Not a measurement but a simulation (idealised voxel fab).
Process module heading - voxel released beams
The cross-section shown here is cut; it is 240 nm wide and divided into square cells measuring 5 nm on a side.
Reading order for cross-sections: top band down to bottom band. Underlying form: a grid of square cells. Band size: one or more rows of cells.
Basically the band line says how high the top is and how high the bottom is, in nm, and then what's in it from left to right, every material with its width in nm. Empty space shows up as "empty", and if a single material carries "throughout" it runs the full band edge to edge.
Heights are reckoned from 0. Under this level, the received wafer is all of one material. The bottommost band is open-ended downward, for example "0 and below".
You'd read "30..40" like this: the band's top row of cells is as wide as the first number, its bottom row is as wide as the second, and going down, every row changes width by the same amount as the row before did.
For the purposes of this document, the phrase "no modifications" attached to a step denotes that no cell within the cross-section was modified by that step.
"Trapped voids" enumerates empty spaces isolated from the top, with no open way to it, that contain at least 8 cells, giving each as width x height at distance from the left edge, all three in nm.
Post-settings text on a step line: simulator's own remark regarding the step.
The "overlay nm" setting may appear on a step's line; for a step that uses a mask, it gives how far to the right of its planned position the mask lay, and a negative value indicates the left.
SET OUT BELOW ARE THE PLANNED STEPS OF THE PROCESS
1,RECEIVE [material Si]
2,CONFORMAL_DEP [material Al2O3] [thk nm 5]
3,DIRECTIONAL_DEP [material SiO2] [thk nm 20]
4,DIRECTIONAL_DEP [material aC] [thk nm 15]
5,PATTERN [tone open] [mask id ANCHOR] [material resist] [width nm 45] [thk nm 35] [overlay nm 0]
6,DIRECTIONAL_ETCH [etch materials aC] [depth nm 15]
7,STRIP [etch materials resist]
8,DIRECTIONAL_ETCH [etch materials SiO2] [depth nm 20]
9,STRIP [etch materials aC]
10,CONFORMAL_DEP [material polySi] [thk nm 15]
11,MASKED_ETCH [tone cover] [mask id BEAM] [width nm 100] [etch materials polySi] [depth nm 15] [overlay nm 0]
12,STRIP [etch materials SiO2]
WAFER AT RECEIPT (POST STEP 1), CROSS-SECTION
* 0 and below = Si throughout
* Trapped voids: none
CROSS-SECTION, FIRST OF TWO WAFERS, END OF MODULE, RUN AS PLANNED
* 40 down to 25 = 65 empty, 20 polySi, 15 empty, 65 polySi, 75 empty
* 25 down to 20 = 70 empty, 15 polySi, 15 empty, 15 polySi, 125 empty
* 20 down to 5 = 70 empty, 45 polySi, 125 empty
* 5 down to 0 = Al2O3 throughout
* 0 and below = Si throughout
* Trapped voids: none
CROSS-SECTION, SECOND WAFER: SAME START AS THE FIRST, SAME PLAN AS THE FIRST, ONE MISTAKE IN RUNNING IT; TAKEN AT THE END OF THE MODULE
* 40 down to 25 = 70 empty, 15 polySi, 15 empty, 60 polySi, 80 empty
* 25 down to 20 = 70 empty, 15 polySi, 15 empty, 15 polySi, 125 empty
* 20 down to 5 = 70 empty, 45 polySi, 125 empty
* 5 down to 0 = Al2O3 throughout
* 0 and below = Si throughout
* Trapped voids: none
The plan and the run diverged here: so step 11 ended up running with a different setting than we planned, it ran as MASKED_ETCH [tone cover] [mask id BEAM] [width nm 90] [etch materials polySi] [depth nm 15] [overlay nm 0]
Final tally in cells, some materials are higher or lower on the second wafer than on the first: 6 fewer of polySi
